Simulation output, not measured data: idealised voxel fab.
The name of this process module is voxel released beams.
Section shown: cut. Width: 160 nm. Cell size: 5 nm, square.
Cross-section spec: square-cell grid; bands listed top down; each band is one or more rows.
What a band's entry tells you: where the top is and where the bottom is, as heights in nm, and after that what lies inside, material by material from left to right, each with its width in nm. Empty space is written as the word "empty", and a single material marked with the word "throughout" occupies the band from edge to edge.
Heads up on the height convention: 0 is the point under which the incoming wafer is all one material, and the lowest band has no bottom, it just keeps going down, like "from 0 down".
So if you see something like "30->40" for the width, read it as the top row of the band sitting at the first number and the bottom row at the second, with every row in between moving by the same amount as the last.
Reading "remains unaltered" for a step: not a cell of the cross-section changed in it.
For the entry "Fully closed voids", the listed items are empty spaces with no open way to the top whose size is 8 cells or more; each item follows the pattern width x height at distance, where distance is from the left edge and all three are in nm.
What comes after the settings on a step's line is commentary from the simulator itself on that step.
"overlay nm", when on a step's line for a step with a mask, measures how far to the right of its planned place the mask lay; a negative measure means to the left.

Here's what the planned process steps look like
1: RECEIVE (material Si)
2: CONFORMAL_DEP (material Al2O3; thk nm 5)
3: DIRECTIONAL_DEP (material SiO2; thk nm 10)
4: DIRECTIONAL_DEP (material aC; thk nm 15)
5: PATTERN (tone open; mask id ANCHOR; material resist; width nm 25; thk nm 30; overlay nm 0)
6: DIRECTIONAL_ETCH (etch materials aC; depth nm 15)
7: STRIP (etch materials resist)
8: DIRECTIONAL_ETCH (etch materials SiO2; depth nm 10)
9: STRIP (etch materials aC)
10: CONFORMAL_DEP (material polySi; thk nm 10)
11: DIRECTIONAL_DEP (material aC; thk nm 10)
12: PATTERN (tone cover; mask id BEAM; material resist; width nm 85; thk nm 25; overlay nm 0)
13: DIRECTIONAL_ETCH (etch materials aC; depth nm 10)
14: STRIP (etch materials resist)
15: DIRECTIONAL_ETCH (etch materials polySi; depth nm 10)
16: STRIP (etch materials aC)
17: STRIP (etch materials SiO2)

So, the first of our two wafers, run just as we planned it

Shown in cross-section is the wafer as received, that is, as it stands after step 1
from 0 down: Si throughout
Fully closed voids: none

Presented here is a cross-section of the wafer after step 2 has been performed
from 5 to 0: Al2O3 throughout
Nothing below the height 0 has changed.

Presented here is a cross-section of the wafer after step 3 has been performed
from 15 to 5: SiO2 throughout
Nothing below the height 5 has changed.

Presented here is a cross-section of the wafer after step 4 has been performed
from 30 to 15: aC throughout
Nothing below the height 15 has changed.

Presented here is a cross-section of the wafer after step 5 has been performed
from 60 to 30: resist: 40  empty: 25  resist: 95
Nothing below the height 30 has changed.

Presented here is a cross-section of the wafer after step 6 has been performed
from 45 to 30: resist: 40  empty: 25  resist: 95
from 30 to 15: aC: 40  empty: 25  aC: 95
Nothing below the height 15 has changed.

Presented here is a cross-section of the wafer after step 7 has been performed
from 30 to 15: aC: 40  empty: 25  aC: 95
Nothing below the height 15 has changed.

Presented here is a cross-section of the wafer after step 8 has been performed
from 30 to 15: aC: 40  empty: 25  aC: 95
from 15 to 5: SiO2: 40  empty: 25  SiO2: 95
Nothing below the height 5 has changed.

Presented here is a cross-section of the wafer after step 9 has been performed
from 15 to 5: SiO2: 40  empty: 25  SiO2: 95
Nothing below the height 5 has changed.

Presented here is a cross-section of the wafer after step 10 has been performed
from 25 to 15: polySi: 50  empty: 5  polySi: 105
from 15 to 5: SiO2: 40  polySi: 25  SiO2: 95
Nothing below the height 5 has changed.

Presented here is a cross-section of the wafer after step 11 has been performed
from 35 to 25: aC: 50  empty: 5  aC: 105
from 25 to 15: polySi: 50  aC: 5  polySi: 105
Nothing below the height 15 has changed.

Presented here is a cross-section of the wafer after step 12 has been performed
from 60 to 35: empty: 35  resist: 85  empty: 40
from 35 to 25: aC: 50  resist: 5  aC: 105
Nothing below the height 25 has changed.

Presented here is a cross-section of the wafer after step 13 has been performed
from 50 to 35: empty: 35  resist: 85  empty: 40
from 35 to 25: empty: 35  aC: 15  resist: 5  aC: 65  empty: 40
Nothing below the height 25 has changed.

Presented here is a cross-section of the wafer after step 14 has been performed
from 35 to 25: empty: 35  aC: 15  empty: 5  aC: 65  empty: 40
Nothing below the height 25 has changed.

Presented here is a cross-section of the wafer after step 15 has been performed
from 35 to 25: empty: 35  aC: 15  empty: 5  aC: 65  empty: 40
from 25 to 15: empty: 35  polySi: 15  aC: 5  polySi: 65  empty: 40
Nothing below the height 15 has changed.

Presented here is a cross-section of the wafer after step 16 has been performed
from 25 to 15: empty: 35  polySi: 15  empty: 5  polySi: 65  empty: 40
Nothing below the height 15 has changed.

Presented here is a cross-section of the wafer after step 17 has been performed
from 25 to 15: empty: 35  polySi: 15  empty: 5  polySi: 65  empty: 40
from 15 to 5: empty: 40  polySi: 25  empty: 95
Nothing below the height 5 has changed.

Wafer two of the pair: same origin, same plan, one error during the run; identical to wafer one up to and including step 1

Cross-section, second wafer, at the end time the plan gives for step 2
from 10 to 0: SiO2 throughout
Nothing below the height 0 has changed.

Cross-section, second wafer, at the end time the plan gives for step 3
from 15 to 10: Al2O3 throughout
Nothing below the height 10 has changed.

Cross-section, second wafer, at the end time the plan gives for step 4
from 30 to 15: aC throughout
Nothing below the height 15 has changed.

Cross-section, second wafer, at the end time the plan gives for step 5
from 60 to 30: resist: 40  empty: 25  resist: 95
Nothing below the height 30 has changed.

Cross-section, second wafer, at the end time the plan gives for step 6
from 45 to 30: resist: 40  empty: 25  resist: 95
from 30 to 15: aC: 40  empty: 25  aC: 95
Nothing below the height 15 has changed.

Cross-section, second wafer, at the end time the plan gives for step 7
from 30 to 15: aC: 40  empty: 25  aC: 95
Nothing below the height 15 has changed.

Cross-section, second wafer, at the end time the plan gives for step 8: remains unaltered

Cross-section, second wafer, at the end time the plan gives for step 9
from 15 to 10: Al2O3 throughout
Nothing below the height 10 has changed.

Cross-section, second wafer, at the end time the plan gives for step 10
from 25 to 15: polySi throughout
Nothing below the height 15 has changed.

Cross-section, second wafer, at the end time the plan gives for step 11
from 35 to 25: aC throughout
Nothing below the height 25 has changed.

Cross-section, second wafer, at the end time the plan gives for step 12
from 60 to 35: empty: 35  resist: 85  empty: 40
Nothing below the height 35 has changed.

Cross-section, second wafer, at the end time the plan gives for step 13
from 50 to 35: empty: 35  resist: 85  empty: 40
from 35 to 25: empty: 35  aC: 85  empty: 40
Nothing below the height 25 has changed.

Cross-section, second wafer, at the end time the plan gives for step 14
from 35 to 25: empty: 35  aC: 85  empty: 40
Nothing below the height 25 has changed.

Cross-section, second wafer, at the end time the plan gives for step 15
from 35 to 25: empty: 35  aC: 85  empty: 40
from 25 to 15: empty: 35  polySi: 85  empty: 40
Nothing below the height 15 has changed.

Cross-section, second wafer, at the end time the plan gives for step 16
from 25 to 15: empty: 35  polySi: 85  empty: 40
Nothing below the height 15 has changed.

Cross-section, second wafer, at the end time the plan gives for step 17: remains unaltered
Deviation noted in wafer processing: steps 2 and 3: order swapped relative to plan
FYI, end of process, the second wafer has more or fewer cells of some materials than the first: 64 more of SiO2; 8 fewer of polySi
